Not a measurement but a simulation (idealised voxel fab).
The following is a process module called voxel air gaps.
Section cut is 235 nm wide and gridded with 5 nm square cells.
Cross-section = grid of square cells, listed top down in bands; band = one or more rows. Top, bottom (nm), then materials left to right with widths (nm); lone material tagged "all across" fills the whole band edge to edge; "blank" = empty space. Heights from 0 (as-received wafer is one material below). Bottom band endless downward, as "0 -> down". When a width is written as two numbers, as in "30..40", the first number is the width in the top row of cells of the band and the second is the width in its bottom row, and the width changes by the same amount from each row to the next. Step note "no modification" = no cross-section cell changed. "Enclosed void listing" enumerates empty spaces isolated from the top, with no open way to it, that contain at least 8 cells, giving each as width x height at distance from the left edge, all three in nm. Where a step's line continues beyond its settings, the continuation is a remark by the simulator itself on that step. "overlay nm", when on a step's line for a step with a mask, measures how far to the right of its planned place the mask lay; a negative measure means to the left.

**These are the steps we planned for the process**
step 1: RECEIVE,material Si
step 2: CONFORMAL_DEP,material SiO2,thk nm 10
step 3: CONFORMAL_DEP,material SiN,thk nm 5
step 4: DIRECTIONAL_DEP,material SiO2,thk nm 40
step 5: MASKED_ETCH,tone open,mask id LINES,width nm 25,pitch nm 55,etch materials SiO2,depth nm 40,overlay nm 0
step 6: CONFORMAL_DEP,material TiN,thk nm 5
step 7: FILL_DEP,material Ru,thk nm 5
step 8: CMP,height nm 55
step 9: EPI,material Ru,thk nm 10
step 10: SELECTIVE_ETCH,etch materials SiO2,depth nm 50
step 11: CONFORMAL_DEP,material SiCN,thk nm 5

**Here's what the wafer looked like in cross-section when it arrived - that's after step 1**
  0 -> down  Si all across
  Enclosed void listing: none

**The first of two wafers, cross-sectioned at the end of the module, with the run proceeding as planned**
  70 -> 65  5 nm blank | 220 nm SiCN | 10 nm blank
  65 -> 55  5 nm blank | 5 nm SiCN | 45 nm Ru | 10 nm SiCN | 45 nm Ru | 10 nm SiCN | 45 nm Ru | 10 nm SiCN | 45 nm Ru | 5 nm SiCN | 10 nm blank
  55 -> 50  5 nm blank | 15 nm SiCN | 5 nm TiN | 15 nm Ru | 5 nm TiN | 30 nm SiCN | 5 nm TiN | 15 nm Ru | 5 nm TiN | 30 nm SiCN | 5 nm TiN | 15 nm Ru | 5 nm TiN | 30 nm SiCN | 5 nm TiN | 15 nm Ru | 5 nm TiN | 15 nm SiCN | 10 nm blank
  50 -> 20  15 nm blank | 5 nm SiCN | 5 nm TiN | 15 nm Ru | 5 nm TiN | 5 nm SiCN | 20 nm blank | 5 nm SiCN | 5 nm TiN | 15 nm Ru | 5 nm TiN | 5 nm SiCN | 20 nm blank | 5 nm SiCN | 5 nm TiN | 15 nm Ru | 5 nm TiN | 5 nm SiCN | 20 nm blank | 5 nm SiCN | 5 nm TiN | 15 nm Ru | 5 nm TiN | 5 nm SiCN | 20 nm blank
  20 -> 15  20 nm SiCN | 25 nm TiN | 30 nm SiCN | 25 nm TiN | 30 nm SiCN | 25 nm TiN | 30 nm SiCN | 25 nm TiN | 25 nm SiCN
  15 -> 10  SiN all across
  10 -> 0  SiO2 all across
  0 -> down  Si all across
  Enclosed void listing: 20 x 30 at 50; 20 x 30 at 105; 20 x 30 at 160

**Same start, same plan as the first wafer - but one mistake in the run. Cross-section of the second of the two at the end of the module**
  70 -> 65  SiCN all across
  65 -> 55  30 nm Ru | 5 nm SiCN | 50 nm Ru | 5 nm SiCN | 50 nm Ru | 5 nm SiCN | 50 nm Ru | 5 nm SiCN | 35 nm Ru
  55 -> 50  15 nm Ru | 5 nm TiN | 25 nm SiCN | 5 nm TiN | 20 nm Ru | 5 nm TiN | 25 nm SiCN | 5 nm TiN | 20 nm Ru | 5 nm TiN | 25 nm SiCN | 5 nm TiN | 20 nm Ru | 5 nm TiN | 25 nm SiCN | 5 nm TiN | 20 nm Ru
  50 -> 20  15 nm Ru | 5 nm TiN | 5 nm SiCN | 15 nm blank | 5 nm SiCN | 5 nm TiN | 20 nm Ru | 5 nm TiN | 5 nm SiCN | 15 nm blank | 5 nm SiCN | 5 nm TiN | 20 nm Ru | 5 nm TiN | 5 nm SiCN | 15 nm blank | 5 nm SiCN | 5 nm TiN | 20 nm Ru | 5 nm TiN | 5 nm SiCN | 15 nm blank | 5 nm SiCN | 5 nm TiN | 20 nm Ru
  20 -> 15  20 nm TiN | 25 nm SiCN | 30 nm TiN | 25 nm SiCN | 30 nm TiN | 25 nm SiCN | 30 nm TiN | 25 nm SiCN | 25 nm TiN
  15 -> 10  SiN all across
  10 -> 0  SiO2 all across
  0 -> down  Si all across
  Enclosed void listing: 15 x 30 at 25; 15 x 30 at 80; 15 x 30 at 135; 15 x 30 at 190
Against the plan, the run slipped here: so step 5 ended up running with a different setting than we planned, it ran as MASKED_ETCH,tone cover,mask id LINES,width nm 25,pitch nm 55,etch materials SiO2,depth nm 40,overlay nm 0
Final tally in cells, some materials are higher or lower on the second wafer than on the first: Ru +63, SiCN -16, TiN +7
In the final state there are 3 closed voids in the first wafer, compared with 4 in the second wafer.
